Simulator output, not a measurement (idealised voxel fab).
Presented below is a process module, voxel wiring stack.
Xsec cut, 270 nm wide, square cell size 5 nm.
Throughout this document, each cross-section is represented as a grid of square cells and is presented as a sequence of bands enumerated from the top downward, where a band comprises one or more rows of cells. Heads up on the band format: heights come first, top then bottom, in nm. After that it's the materials left to right, each with its width in nm. A single material flagged "all across" fills the whole band edge to edge, and "blank" means there's empty space there. Heads up on the height convention: 0 is the point under which the incoming wafer is all one material, and the lowest band has no bottom, it just keeps going down, like "top 0, no bottom". Width: "30->40" (first number = top row, second number = bottom row, same change from row to row of cells). The designation "no modification", where it is given for a processing step, indicates that no cell of the cross-section was altered in the course of that step. "Enclosed void inventory" contains a list of empty spaces, each no smaller than 8 cells and without an open way to the top, written in the form width x height at distance with the distance from the left edge and all three in nm. Past the settings on a step's line: simulator remark, on that step. You can add "overlay nm" to a step's line. For a step with a mask, it describes how far the mask lay to the right of its planned position, and a negative number describes a lay to the left. Every pair from here on: before one process step, after it. The after cross-section reaches only to the lowest band that changed. Below the pair: the step in between and its settings. Pairs can belong to different runs of this module on the same starting wafer; a pair carries on from the pair above only if the entry headed "Ahead of processing" says so.
# Ahead of processing
	top 0, no bottom: Si all across
	Enclosed void inventory: none
# State After Step
	top 15, bottom 0: SiO2 all across
	Note: structure below 0 unchanged.
	Enclosed void inventory: none
Applied between the two views above: op CONFORMAL_DEP | material SiO2 | thk nm 15
Ahead of processing: The cross-section prior to this step is the one presented after the step of the pair immediately above.
# State After Step
	top 20, bottom 15: SiCN all across
	Note: structure below 15 unchanged.
	Enclosed void inventory: none
Applied between the two views above: op CONFORMAL_DEP | material SiCN | thk nm 5
Ahead of processing: The cross-section prior to this step is the one presented after the step of the pair immediately above.
# State After Step
	top 35, bottom 20: SiO2 all across
	Note: structure below 20 unchanged.
	Enclosed void inventory: none
Applied between the two views above: op DIRECTIONAL_DEP | material SiO2 | thk nm 15
Ahead of processing: The cross-section prior to this step is the one presented after the step of the pair immediately above.
# State After Step
	top 50, bottom 35: 80 resist, then 20 blank, then 25 resist, then 20 blank, then 25 resist, then 20 blank, then 80 resist
	Note: structure below 35 unchanged.
	Enclosed void inventory: none
Applied between the two views above: op PATTERN | tone open | mask id METAL_1 | material resist | width nm 20 | pitch nm 45 | thk nm 15 | overlay nm 0
Ahead of processing: The cross-section prior to this step is the one presented after the step of the pair immediately above.
# State After Step
	top 50, bottom 35: 80 resist, then 20 blank, then 25 resist, then 20 blank, then 25 resist, then 20 blank, then 80 resist
	top 35, bottom 20: 80 SiO2, then 20 blank, then 25 SiO2, then 20 blank, then 25 SiO2, then 20 blank, then 80 SiO2
	Note: structure below 20 unchanged.
	Enclosed void inventory: none
Applied between the two views above: op DIRECTIONAL_ETCH | etch materials SiO2 | depth nm 15
Ahead of processing: The cross-section prior to this step is the one presented after the step of the pair immediately above.
# State After Step
	top 50, bottom 35: 80 resist, then 20 blank, then 25 resist, then 20 blank, then 25 resist, then 20 blank, then 80 resist
	top 35, bottom 20: 80 SiO2, then 20 blank, then 25 SiO2, then 20 blank, then 25 SiO2, then 20 blank, then 80 SiO2
	top 20, bottom 15: 80 SiCN, then 20 blank, then 25 SiCN, then 20 blank, then 25 SiCN, then 20 blank, then 80 SiCN
	Note: structure below 15 unchanged.
	Enclosed void inventory: none
Applied between the two views above: op DIRECTIONAL_ETCH | etch materials SiCN | depth nm 5
Ahead of processing: The cross-section prior to this step is the one presented after the step of the pair immediately above.
# State After Step
	top 35, bottom 20: 80 SiO2, then 20 blank, then 25 SiO2, then 20 blank, then 25 SiO2, then 20 blank, then 80 SiO2
	Note: structure below 20 unchanged.
	Enclosed void inventory: none
Applied between the two views above: op STRIP | etch materials resist
Ahead of processing: The cross-section prior to this step is the one presented after the step of the pair immediately above.
# State After Step
	top 40, bottom 35: 85 TiN, then 10 blank, then 35 TiN, then 10 blank, then 35 TiN, then 10 blank, then 85 TiN
	top 35, bottom 20: 80 SiO2, then 5 TiN, then 10 blank, then 5 TiN, then 25 SiO2, then 5 TiN, then 10 blank, then 5 TiN, then 25 SiO2, then 5 TiN, then 10 blank, then 5 TiN, then 80 SiO2
	top 20, bottom 15: 80 SiCN, then 20 TiN, then 25 SiCN, then 20 TiN, then 25 SiCN, then 20 TiN, then 80 SiCN
	Note: structure below 15 unchanged.
	Enclosed void inventory: none
Applied between the two views above: op CONFORMAL_DEP | material TiN | thk nm 5
Ahead of processing: The cross-section prior to this step is the one presented after the step of the pair immediately above.
# State After Step
	top 50, bottom 40: Cu all across
	top 40, bottom 35: 85 TiN, then 10 Cu, then 35 TiN, then 10 Cu, then 35 TiN, then 10 Cu, then 85 TiN
	top 35, bottom 20: 80 SiO2, then 5 TiN, then 10 Cu, then 5 TiN, then 25 SiO2, then 5 TiN, then 10 Cu, then 5 TiN, then 25 SiO2, then 5 TiN, then 10 Cu, then 5 TiN, then 80 SiO2
	Note: structure below 20 unchanged.
	Enclosed void inventory: none
Applied between the two views above: op FILL_DEP | material Cu | thk nm 10
Ahead of processing: The cross-section prior to this step is the one presented after the step of the pair immediately above.
# State After Step
	top 35, bottom 20: 80 SiO2, then 5 TiN, then 10 Cu, then 5 TiN, then 25 SiO2, then 5 TiN, then 10 Cu, then 5 TiN, then 25 SiO2, then 5 TiN, then 10 Cu, then 5 TiN, then 80 SiO2
	Note: structure below 20 unchanged.
	Enclosed void inventory: none
Applied between the two views above: op CMP | height nm 35
Ahead of processing: The cross-section prior to this step is the one presented after the step of the pair immediately above.
# State After Step
	top 40, bottom 35: SiCN all across
	Note: structure below 35 unchanged.
	Enclosed void inventory: none
Applied between the two views above: op CONFORMAL_DEP | material SiCN | thk nm 5
Ahead of processing: The cross-section prior to this step is the one presented after the step of the pair immediately above.
# State After Step
	top 75, bottom 40: SiO2 all across
	Note: structure below 40 unchanged.
	Enclosed void inventory: none
Applied between the two views above: op DIRECTIONAL_DEP | material SiO2 | thk nm 35
Ahead of processing: The cross-section prior to this step is the one presented after the step of the pair immediately above.
# State After Step
	top 90, bottom 75: 80 resist, then 15 blank, then 75 resist, then 15 blank, then 85 resist
	Note: structure below 75 unchanged.
	Enclosed void inventory: none
Applied between the two views above: op PATTERN | tone open | mask id METAL_2_HOLES | material resist | width nm 15 | pitch nm 90 | thk nm 15 | overlay nm 0
Ahead of processing: The cross-section prior to this step is the one presented after the step of the pair immediately above.
# State After Step
	top 90, bottom 75: 80 resist, then 15 blank, then 75 resist, then 15 blank, then 85 resist
	top 75, bottom 40: 80 SiO2, then 15 blank, then 75 SiO2, then 15 blank, then 85 SiO2
	Note: structure below 40 unchanged.
	Enclosed void inventory: none
Applied between the two views above: op DIRECTIONAL_ETCH | etch materials SiO2 | depth nm 35
Ahead of processing: The cross-section prior to this step is the one presented after the step of the pair immediately above.
# State After Step
	top 75, bottom 40: 80 SiO2, then 15 blank, then 75 SiO2, then 15 blank, then 85 SiO2
	Note: structure below 40 unchanged.
	Enclosed void inventory: none
Applied between the two views above: op STRIP | etch materials resist
Ahead of processing: The cross-section prior to this step is the one presented after the step of the pair immediately above.
# State After Step
	top 90, bottom 75: 80 resist, then 20 blank, then 25 resist, then 20 blank, then 25 resist, then 20 blank, then 80 resist
	Note: structure below 75 unchanged.
	Enclosed void inventory: none
Applied between the two views above: op PATTERN | tone open | mask id METAL_2 | material resist | width nm 20 | pitch nm 45 | thk nm 15 | overlay nm 0
Ahead of processing: The cross-section prior to this step is the one presented after the step of the pair immediately above.
# State After Step
	top 90, bottom 75: 80 resist, then 20 blank, then 25 resist, then 20 blank, then 25 resist, then 20 blank, then 80 resist
	top 75, bottom 55: 80 SiO2, then 20 blank, then 25 SiO2, then 20 blank, then 25 SiO2, then 20 blank, then 80 SiO2
	Note: structure below 55 unchanged.
	Enclosed void inventory: none
Applied between the two views above: op DIRECTIONAL_ETCH | etch materials SiO2 | depth nm 20
Ahead of processing: The cross-section prior to this step is the one presented after the step of the pair immediately above.
# State After Step
	top 90, bottom 75: 80 resist, then 20 blank, then 25 resist, then 20 blank, then 25 resist, then 20 blank, then 80 resist
	top 75, bottom 55: 80 SiO2, then 20 blank, then 25 SiO2, then 20 blank, then 25 SiO2, then 20 blank, then 80 SiO2
	top 55, bottom 40: 80 SiO2, then 15 blank, then 75 SiO2, then 15 blank, then 85 SiO2
	top 40, bottom 35: 80 SiCN, then 15 blank, then 75 SiCN, then 15 blank, then 85 SiCN
	Note: structure below 35 unchanged.
	Enclosed void inventory: none
Applied between the two views above: op DIRECTIONAL_ETCH | etch materials SiCN | depth nm 5
Ahead of processing: The cross-section prior to this step is the one presented after the step of the pair immediately above.
# State After Step
	top 75, bottom 55: 80 SiO2, then 20 blank, then 25 SiO2, then 20 blank, then 25 SiO2, then 20 blank, then 80 SiO2
	Note: structure below 55 unchanged.
	Enclosed void inventory: none
Applied between the two views above: op STRIP | etch materials resist
Ahead of processing: The cross-section prior to this step is the one presented after the step of the pair immediately above.
# State After Step
	top 80, bottom 75: 85 TiN, then 10 blank, then 35 TiN, then 10 blank, then 35 TiN, then 10 blank, then 85 TiN
	top 75, bottom 60: 80 SiO2, then 5 TiN, then 10 blank, then 5 TiN, then 25 SiO2, then 5 TiN, then 10 blank, then 5 TiN, then 25 SiO2, then 5 TiN, then 10 blank, then 5 TiN, then 80 SiO2
	top 60, bottom 55: 80 SiO2, then 5 TiN, then 5 blank, then 10 TiN, then 25 SiO2, then 20 TiN, then 25 SiO2, then 5 TiN, then 5 blank, then 10 TiN, then 80 SiO2
	top 55, bottom 40: 80 SiO2, then 5 TiN, then 5 blank, then 5 TiN, then 75 SiO2, then 5 TiN, then 5 blank, then 5 TiN, then 85 SiO2
	top 40, bottom 35: 80 SiCN, then 15 TiN, then 75 SiCN, then 15 TiN, then 85 SiCN
	Note: structure below 35 unchanged.
	Enclosed void inventory: none
Applied between the two views above: op CONFORMAL_DEP | material TiN | thk nm 5
Ahead of processing: The cross-section prior to this step is the one presented after the step of the pair immediately above.
# State After Step
	top 85, bottom 80: Cu all across
	top 80, bottom 75: 85 TiN, then 10 Cu, then 35 TiN, then 10 Cu, then 35 TiN, then 10 Cu, then 85 TiN
	top 75, bottom 60: 80 SiO2, then 5 TiN, then 10 Cu, then 5 TiN, then 25 SiO2, then 5 TiN, then 10 Cu, then 5 TiN, then 25 SiO2, then 5 TiN, then 10 Cu, then 5 TiN, then 80 SiO2
	top 60, bottom 55: 80 SiO2, then 5 TiN, then 5 Cu, then 10 TiN, then 25 SiO2, then 20 TiN, then 25 SiO2, then 5 TiN, then 5 Cu, then 10 TiN, then 80 SiO2
	top 55, bottom 40: 80 SiO2, then 5 TiN, then 5 Cu, then 5 TiN, then 75 SiO2, then 5 TiN, then 5 Cu, then 5 TiN, then 85 SiO2
	Note: structure below 40 unchanged.
	Enclosed void inventory: none
Applied between the two views above: op FILL_DEP | material Cu | thk nm 5
Ahead of processing: The cross-section prior to this step is the one presented after the step of the pair immediately above.
# State After Step
	top 75, bottom 60: 80 SiO2, then 5 TiN, then 10 Cu, then 5 TiN, then 25 SiO2, then 5 TiN, then 10 Cu, then 5 TiN, then 25 SiO2, then 5 TiN, then 10 Cu, then 5 TiN, then 80 SiO2
	Note: structure below 60 unchanged.
	Enclosed void inventory: none
Applied between the two views above: op CMP | height nm 75
Ahead of processing: The cross-section prior to this step is the one presented after the step of the pair immediately above.
# State After Step
	top 80, bottom 75: SiCN all across
	Note: structure below 75 unchanged.
	Enclosed void inventory: none
Applied between the two views above: op CONFORMAL_DEP | material SiCN | thk nm 5
# Ahead of processing
	top 15, bottom 0: SiO2 all across
	top 0, no bottom: Si all across
	Enclosed void inventory: none
# State After Step
	top 30, bottom 0: SiO2 all across
	Note: structure below 0 unchanged.
	Enclosed void inventory: none
Applied between the two views above: op DIRECTIONAL_DEP | material SiO2 | thk nm 15
Ahead of processing: The cross-section prior to this step is the one presented after the step of the pair immediately above.
# State After Step
	top 45, bottom 30: 80 resist, then 20 blank, then 25 resist, then 20 blank, then 25 resist, then 20 blank, then 80 resist
	Note: structure below 30 unchanged.
	Enclosed void inventory: none
Applied between the two views above: op PATTERN | tone open | mask id METAL_1 | material resist | width nm 20 | pitch nm 45 | thk nm 15 | overlay nm 0
Ahead of processing: The cross-section prior to this step is the one presented after the step of the pair immediately above.
# State After Step
	top 45, bottom 30: 80 resist, then 20 blank, then 25 resist, then 20 blank, then 25 resist, then 20 blank, then 80 resist
	top 30, bottom 15: 80 SiO2, then 20 blank, then 25 SiO2, then 20 blank, then 25 SiO2, then 20 blank, then 80 SiO2
	Note: structure below 15 unchanged.
	Enclosed void inventory: none
Applied between the two views above: op DIRECTIONAL_ETCH | etch materials SiO2 | depth nm 15
Ahead of processing: The cross-section prior to this step is the one presented after the step of the pair immediately above.
# State After Step
	top 30, bottom 15: 80 SiO2, then 20 blank, then 25 SiO2, then 20 blank, then 25 SiO2, then 20 blank, then 80 SiO2
	Note: structure below 15 unchanged.
	Enclosed void inventory: none
Applied between the two views above: op STRIP | etch materials resist
Ahead of processing: The cross-section prior to this step is the one presented after the step of the pair immediately above.
# State After Step
	top 35, bottom 30: 85 TiN, then 10 blank, then 35 TiN, then 10 blank, then 35 TiN, then 10 blank, then 85 TiN
	top 30, bottom 20: 80 SiO2, then 5 TiN, then 10 blank, then 5 TiN, then 25 SiO2, then 5 TiN, then 10 blank, then 5 TiN, then 25 SiO2, then 5 TiN, then 10 blank, then 5 TiN, then 80 SiO2
	top 20, bottom 15: 80 SiO2, then 20 TiN, then 25 SiO2, then 20 TiN, then 25 SiO2, then 20 TiN, then 80 SiO2
	Note: structure below 15 unchanged.
	Enclosed void inventory: none
Applied between the two views above: op CONFORMAL_DEP | material TiN | thk nm 5
Ahead of processing: The cross-section prior to this step is the one presented after the step of the pair immediately above.
# State After Step
	top 45, bottom 35: Cu all across
	top 35, bottom 30: 85 TiN, then 10 Cu, then 35 TiN, then 10 Cu, then 35 TiN, then 10 Cu, then 85 TiN
	top 30, bottom 20: 80 SiO2, then 5 TiN, then 10 Cu, then 5 TiN, then 25 SiO2, then 5 TiN, then 10 Cu, then 5 TiN, then 25 SiO2, then 5 TiN, then 10 Cu, then 5 TiN, then 80 SiO2
	Note: structure below 20 unchanged.
	Enclosed void inventory: none
Applied between the two views above: op FILL_DEP | material Cu | thk nm 10
Ahead of processing: The cross-section prior to this step is the one presented after the step of the pair immediately above.
# State After Step
	top 35, bottom 30: 85 TiN, then 10 Cu, then 35 TiN, then 10 Cu, then 35 TiN, then 10 Cu, then 85 TiN
	Note: structure below 30 unchanged.
	Enclosed void inventory: none
Applied between the two views above: op CMP | height nm 35
Ahead of processing: The cross-section prior to this step is the one presented after the step of the pair immediately above.
# State After Step
	top 40, bottom 35: SiCN all across
	Note: structure below 35 unchanged.
	Enclosed void inventory: none
Applied between the two views above: op CONFORMAL_DEP | material SiCN | thk nm 5
Ahead of processing: The cross-section prior to this step is the one presented after the step of the pair immediately above.
# State After Step
	top 75, bottom 40: SiO2 all across
	Note: structure below 40 unchanged.
	Enclosed void inventory: none
Applied between the two views above: op DIRECTIONAL_DEP | material SiO2 | thk nm 35
Ahead of processing: The cross-section prior to this step is the one presented after the step of the pair immediately above.
# State After Step
	top 90, bottom 75: 80 resist, then 15 blank, then 75 resist, then 15 blank, then 85 resist
	Note: structure below 75 unchanged.
	Enclosed void inventory: none
Applied between the two views above: op PATTERN | tone open | mask id METAL_2_HOLES | material resist | width nm 15 | pitch nm 90 | thk nm 15 | overlay nm 0
Ahead of processing: The cross-section prior to this step is the one presented after the step of the pair immediately above.
# State After Step
	top 90, bottom 75: 80 resist, then 15 blank, then 75 resist, then 15 blank, then 85 resist
	top 75, bottom 40: 80 SiO2, then 15 blank, then 75 SiO2, then 15 blank, then 85 SiO2
	Note: structure below 40 unchanged.
	Enclosed void inventory: none
Applied between the two views above: op DIRECTIONAL_ETCH | etch materials SiO2 | depth nm 35
Ahead of processing: The cross-section prior to this step is the one presented after the step of the pair immediately above.
# State After Step
	top 75, bottom 40: 80 SiO2, then 15 blank, then 75 SiO2, then 15 blank, then 85 SiO2
	Note: structure below 40 unchanged.
	Enclosed void inventory: none
Applied between the two views above: op STRIP | etch materials resist
Ahead of processing: The cross-section prior to this step is the one presented after the step of the pair immediately above.
# State After Step
	top 90, bottom 75: 80 resist, then 20 blank, then 25 resist, then 20 blank, then 25 resist, then 20 blank, then 80 resist
	Note: structure below 75 unchanged.
	Enclosed void inventory: none
Applied between the two views above: op PATTERN | tone open | mask id METAL_2 | material resist | width nm 20 | pitch nm 45 | thk nm 15 | overlay nm 0
Ahead of processing: The cross-section prior to this step is the one presented after the step of the pair immediately above.
# State After Step
	top 90, bottom 75: 80 resist, then 20 blank, then 25 resist, then 20 blank, then 25 resist, then 20 blank, then 80 resist
	top 75, bottom 55: 80 SiO2, then 20 blank, then 25 SiO2, then 20 blank, then 25 SiO2, then 20 blank, then 80 SiO2
	Note: structure below 55 unchanged.
	Enclosed void inventory: none
Applied between the two views above: op DIRECTIONAL_ETCH | etch materials SiO2 | depth nm 20
Ahead of processing: The cross-section prior to this step is the one presented after the step of the pair immediately above.
# State After Step
	top 90, bottom 75: 80 resist, then 20 blank, then 25 resist, then 20 blank, then 25 resist, then 20 blank, then 80 resist
	top 75, bottom 55: 80 SiO2, then 20 blank, then 25 SiO2, then 20 blank, then 25 SiO2, then 20 blank, then 80 SiO2
	top 55, bottom 40: 80 SiO2, then 15 blank, then 75 SiO2, then 15 blank, then 85 SiO2
	top 40, bottom 35: 80 SiCN, then 15 blank, then 75 SiCN, then 15 blank, then 85 SiCN
	Note: structure below 35 unchanged.
	Enclosed void inventory: none
Applied between the two views above: op DIRECTIONAL_ETCH | etch materials SiCN | depth nm 5
Ahead of processing: The cross-section prior to this step is the one presented after the step of the pair immediately above.
# State After Step
	top 75, bottom 55: 80 SiO2, then 20 blank, then 25 SiO2, then 20 blank, then 25 SiO2, then 20 blank, then 80 SiO2
	Note: structure below 55 unchanged.
	Enclosed void inventory: none
Applied between the two views above: op STRIP | etch materials resist
Ahead of processing: The cross-section prior to this step is the one presented after the step of the pair immediately above.
# State After Step
	top 80, bottom 75: 85 TiN, then 10 blank, then 35 TiN, then 10 blank, then 35 TiN, then 10 blank, then 85 TiN
	top 75, bottom 60: 80 SiO2, then 5 TiN, then 10 blank, then 5 TiN, then 25 SiO2, then 5 TiN, then 10 blank, then 5 TiN, then 25 SiO2, then 5 TiN, then 10 blank, then 5 TiN, then 80 SiO2
	top 60, bottom 55: 80 SiO2, then 5 TiN, then 5 blank, then 10 TiN, then 25 SiO2, then 20 TiN, then 25 SiO2, then 5 TiN, then 5 blank, then 10 TiN, then 80 SiO2
	top 55, bottom 40: 80 SiO2, then 5 TiN, then 5 blank, then 5 TiN, then 75 SiO2, then 5 TiN, then 5 blank, then 5 TiN, then 85 SiO2
	top 40, bottom 35: 80 SiCN, then 15 TiN, then 75 SiCN, then 15 TiN, then 85 SiCN
	Note: structure below 35 unchanged.
	Enclosed void inventory: none
Applied between the two views above: op CONFORMAL_DEP | material TiN | thk nm 5
Ahead of processing: The cross-section prior to this step is the one presented after the step of the pair immediately above.
# State After Step
	top 85, bottom 80: Cu all across
	top 80, bottom 75: 85 TiN, then 10 Cu, then 35 TiN, then 10 Cu, then 35 TiN, then 10 Cu, then 85 TiN
	top 75, bottom 60: 80 SiO2, then 5 TiN, then 10 Cu, then 5 TiN, then 25 SiO2, then 5 TiN, then 10 Cu, then 5 TiN, then 25 SiO2, then 5 TiN, then 10 Cu, then 5 TiN, then 80 SiO2
	top 60, bottom 55: 80 SiO2, then 5 TiN, then 5 Cu, then 10 TiN, then 25 SiO2, then 20 TiN, then 25 SiO2, then 5 TiN, then 5 Cu, then 10 TiN, then 80 SiO2
	top 55, bottom 40: 80 SiO2, then 5 TiN, then 5 Cu, then 5 TiN, then 75 SiO2, then 5 TiN, then 5 Cu, then 5 TiN, then 85 SiO2
	Note: structure below 40 unchanged.
	Enclosed void inventory: none
Applied between the two views above: op FILL_DEP | material Cu | thk nm 5
Ahead of processing: The cross-section prior to this step is the one presented after the step of the pair immediately above.
# State After Step
	top 75, bottom 60: 80 SiO2, then 5 TiN, then 10 Cu, then 5 TiN, then 25 SiO2, then 5 TiN, then 10 Cu, then 5 TiN, then 25 SiO2, then 5 TiN, then 10 Cu, then 5 TiN, then 80 SiO2
	Note: structure below 60 unchanged.
	Enclosed void inventory: none
Applied between the two views above: op CMP | height nm 75
Ahead of processing: The cross-section prior to this step is the one presented after the step of the pair immediately above.
# State After Step
	top 80, bottom 75: SiCN all across
	Note: structure below 75 unchanged.
	Enclosed void inventory: none
Applied between the two views above: op CONFORMAL_DEP | material SiCN | thk nm 5
# Ahead of processing
	top 75, bottom 40: SiO2 all across
	top 40, bottom 35: SiCN all across
	top 35, bottom 20: 80 SiO2, then 5 TiN, then 10 Cu, then 5 TiN, then 25 SiO2, then 5 TiN, then 10 Cu, then 5 TiN, then 25 SiO2, then 5 TiN, then 10 Cu, then 5 TiN, then 80 SiO2
	top 20, bottom 15: 80 SiCN, then 20 TiN, then 25 SiCN, then 20 TiN, then 25 SiCN, then 20 TiN, then 80 SiCN
	top 15, bottom 0: SiO2 all across
	top 0, no bottom: Si all across
	Enclosed void inventory: none
# State After Step
	top 110, bottom 40: SiO2 all across
	Note: structure below 40 unchanged.
	Enclosed void inventory: none
Applied between the two views above: op DIRECTIONAL_DEP | material SiO2 | thk nm 35
Ahead of processing: The cross-section prior to this step is the one presented after the step of the pair immediately above.
# State After Step
	top 125, bottom 110: 80 resist, then 15 blank, then 75 resist, then 15 blank, then 85 resist
	Note: structure below 110 unchanged.
	Enclosed void inventory: none
Applied between the two views above: op PATTERN | tone open | mask id METAL_2_HOLES | material resist | width nm 15 | pitch nm 90 | thk nm 15 | overlay nm 0
Ahead of processing: The cross-section prior to this step is the one presented after the step of the pair immediately above.
# State After Step
	top 125, bottom 110: 80 resist, then 15 blank, then 75 resist, then 15 blank, then 85 resist
	top 110, bottom 75: 80 SiO2, then 15 blank, then 75 SiO2, then 15 blank, then 85 SiO2
	Note: structure below 75 unchanged.
	Enclosed void inventory: none
Applied between the two views above: op DIRECTIONAL_ETCH | etch materials SiO2 | depth nm 35
Ahead of processing: The cross-section prior to this step is the one presented after the step of the pair immediately above.
# State After Step
	top 110, bottom 75: 80 SiO2, then 15 blank, then 75 SiO2, then 15 blank, then 85 SiO2
	Note: structure below 75 unchanged.
	Enclosed void inventory: none
Applied between the two views above: op STRIP | etch materials resist
Ahead of processing: The cross-section prior to this step is the one presented after the step of the pair immediately above.
# State After Step
	top 125, bottom 110: 80 resist, then 20 blank, then 25 resist, then 20 blank, then 25 resist, then 20 blank, then 80 resist
	Note: structure below 110 unchanged.
	Enclosed void inventory: none
Applied between the two views above: op PATTERN | tone open | mask id METAL_2 | material resist | width nm 20 | pitch nm 45 | thk nm 15 | overlay nm 0
Ahead of processing: The cross-section prior to this step is the one presented after the step of the pair immediately above.
# State After Step
	top 125, bottom 110: 80 resist, then 20 blank, then 25 resist, then 20 blank, then 25 resist, then 20 blank, then 80 resist
	top 110, bottom 90: 80 SiO2, then 20 blank, then 25 SiO2, then 20 blank, then 25 SiO2, then 20 blank, then 80 SiO2
	top 90, bottom 55: 80 SiO2, then 15 blank, then 75 SiO2, then 15 blank, then 85 SiO2
	Note: structure below 55 unchanged.
	Enclosed void inventory: none
Applied between the two views above: op DIRECTIONAL_ETCH | etch materials SiO2 | depth nm 20
Ahead of processing: The cross-section prior to this step is the one presented after the step of the pair immediately above.
# State After Step
	top 110, bottom 90: 80 SiO2, then 20 blank, then 25 SiO2, then 20 blank, then 25 SiO2, then 20 blank, then 80 SiO2
	Note: structure below 90 unchanged.
	Enclosed void inventory: none
Applied between the two views above: op STRIP | etch materials resist
Ahead of processing: The cross-section prior to this step is the one presented after the step of the pair immediately above.
# State After Step
	top 115, bottom 110: 85 TiN, then 10 blank, then 35 TiN, then 10 blank, then 35 TiN, then 10 blank, then 85 TiN
	top 110, bottom 95: 80 SiO2, then 5 TiN, then 10 blank, then 5 TiN, then 25 SiO2, then 5 TiN, then 10 blank, then 5 TiN, then 25 SiO2, then 5 TiN, then 10 blank, then 5 TiN, then 80 SiO2
	top 95, bottom 90: 80 SiO2, then 5 TiN, then 5 blank, then 10 TiN, then 25 SiO2, then 20 TiN, then 25 SiO2, then 5 TiN, then 5 blank, then 10 TiN, then 80 SiO2
	top 90, bottom 60: 80 SiO2, then 5 TiN, then 5 blank, then 5 TiN, then 75 SiO2, then 5 TiN, then 5 blank, then 5 TiN, then 85 SiO2
	top 60, bottom 55: 80 SiO2, then 15 TiN, then 75 SiO2, then 15 TiN, then 85 SiO2
	Note: structure below 55 unchanged.
	Enclosed void inventory: none
Applied between the two views above: op CONFORMAL_DEP | material TiN | thk nm 5
Ahead of processing: The cross-section prior to this step is the one presented after the step of the pair immediately above.
# State After Step
	top 120, bottom 115: Cu all across
	top 115, bottom 110: 85 TiN, then 10 Cu, then 35 TiN, then 10 Cu, then 35 TiN, then 10 Cu, then 85 TiN
	top 110, bottom 95: 80 SiO2, then 5 TiN, then 10 Cu, then 5 TiN, then 25 SiO2, then 5 TiN, then 10 Cu, then 5 TiN, then 25 SiO2, then 5 TiN, then 10 Cu, then 5 TiN, then 80 SiO2
	top 95, bottom 90: 80 SiO2, then 5 TiN, then 5 Cu, then 10 TiN, then 25 SiO2, then 20 TiN, then 25 SiO2, then 5 TiN, then 5 Cu, then 10 TiN, then 80 SiO2
	top 90, bottom 60: 80 SiO2, then 5 TiN, then 5 Cu, then 5 TiN, then 75 SiO2, then 5 TiN, then 5 Cu, then 5 TiN, then 85 SiO2
	Note: structure below 60 unchanged.
	Enclosed void inventory: none
Applied between the two views above: op FILL_DEP | material Cu | thk nm 5
Ahead of processing: The cross-section prior to this step is the one presented after the step of the pair immediately above.
# State After Step
	top 75, bottom 60: 80 SiO2, then 5 TiN, then 5 Cu, then 5 TiN, then 75 SiO2, then 5 TiN, then 5 Cu, then 5 TiN, then 85 SiO2
	Note: structure below 60 unchanged.
	Enclosed void inventory: none
Applied between the two views above: op CMP | height nm 75
Ahead of processing: The cross-section prior to this step is the one presented after the step of the pair immediately above.
# State After Step
	top 80, bottom 75: SiCN all across
	Note: structure below 75 unchanged.
	Enclosed void inventory: none
Applied between the two views above: op CONFORMAL_DEP | material SiCN | thk nm 5
# Ahead of processing
	top 35, bottom 20: 80 SiO2, then 5 TiN, then 10 Cu, then 5 TiN, then 25 SiO2, then 5 TiN, then 10 Cu, then 5 TiN, then 25 SiO2, then 5 TiN, then 10 Cu, then 5 TiN, then 80 SiO2
	top 20, bottom 15: 80 SiCN, then 20 TiN, then 25 SiCN, then 20 TiN, then 25 SiCN, then 20 TiN, then 80 SiCN
	top 15, bottom 0: SiO2 all across
	top 0, no bottom: Si all across
	Enclosed void inventory: none
# State After Step
	top 70, bottom 35: SiO2 all across
	Note: structure below 35 unchanged.
	Enclosed void inventory: none
Applied between the two views above: op DIRECTIONAL_DEP | material SiO2 | thk nm 35
Ahead of processing: The cross-section prior to this step is the one presented after the step of the pair immediately above.
# State After Step
	top 75, bottom 70: SiCN all across
	Note: structure below 70 unchanged.
	Enclosed void inventory: none
Applied between the two views above: op CONFORMAL_DEP | material SiCN | thk nm 5
Ahead of processing: The cross-section prior to this step is the one presented after the step of the pair immediately above.
# State After Step
	top 90, bottom 75: 80 resist, then 15 blank, then 75 resist, then 15 blank, then 85 resist
	Note: structure below 75 unchanged.
	Enclosed void inventory: none
Applied between the two views above: op PATTERN | tone open | mask id METAL_2_HOLES | material resist | width nm 15 | pitch nm 90 | thk nm 15 | overlay nm 0
Ahead of processing: The cross-section prior to this step is the one presented after the step of the pair immediately above.
# State After Step
	top 75, bottom 70: SiCN all across
	Note: structure below 70 unchanged.
	Enclosed void inventory: none
Applied between the two views above: op STRIP | etch materials resist
Ahead of processing: The cross-section prior to this step is the one presented after the step of the pair immediately above.
# State After Step
	top 90, bottom 75: 80 resist, then 20 blank, then 25 resist, then 20 blank, then 25 resist, then 20 blank, then 80 resist
	Note: structure below 75 unchanged.
	Enclosed void inventory: none
Applied between the two views above: op PATTERN | tone open | mask id METAL_2 | material resist | width nm 20 | pitch nm 45 | thk nm 15 | overlay nm 0
Ahead of processing: The cross-section prior to this step is the one presented after the step of the pair immediately above.
# State After Step
	top 90, bottom 75: 80 resist, then 20 blank, then 25 resist, then 20 blank, then 25 resist, then 20 blank, then 80 resist
	top 75, bottom 70: 80 SiCN, then 20 blank, then 25 SiCN, then 20 blank, then 25 SiCN, then 20 blank, then 80 SiCN
	Note: structure below 70 unchanged.
	Enclosed void inventory: none
Applied between the two views above: op DIRECTIONAL_ETCH | etch materials SiCN | depth nm 5
Ahead of processing: The cross-section prior to this step is the one presented after the step of the pair immediately above.
# State After Step
	top 75, bottom 70: 80 SiCN, then 20 blank, then 25 SiCN, then 20 blank, then 25 SiCN, then 20 blank, then 80 SiCN
	Note: structure below 70 unchanged.
	Enclosed void inventory: none
Applied between the two views above: op STRIP | etch materials resist
Ahead of processing: The cross-section prior to this step is the one presented after the step of the pair immediately above.
# State After Step
	top 80, bottom 75: 85 TiN, then 10 blank, then 35 TiN, then 10 blank, then 35 TiN, then 10 blank, then 85 TiN
	top 75, bottom 70: 80 SiCN, then 20 TiN, then 25 SiCN, then 20 TiN, then 25 SiCN, then 20 TiN, then 80 SiCN
	Note: structure below 70 unchanged.
	Enclosed void inventory: none
Applied between the two views above: op CONFORMAL_DEP | material TiN | thk nm 5
Ahead of processing: The cross-section prior to this step is the one presented after the step of the pair immediately above.
# State After Step
	top 85, bottom 80: Cu all across
	top 80, bottom 75: 85 TiN, then 10 Cu, then 35 TiN, then 10 Cu, then 35 TiN, then 10 Cu, then 85 TiN
	Note: structure below 75 unchanged.
	Enclosed void inventory: none
Applied between the two views above: op FILL_DEP | material Cu | thk nm 5
Ahead of processing: The cross-section prior to this step is the one presented after the step of the pair immediately above.
# State After Step
	top 75, bottom 70: 80 SiCN, then 20 TiN, then 25 SiCN, then 20 TiN, then 25 SiCN, then 20 TiN, then 80 SiCN
	Note: structure below 70 unchanged.
	Enclosed void inventory: none
Applied between the two views above: op CMP | height nm 75
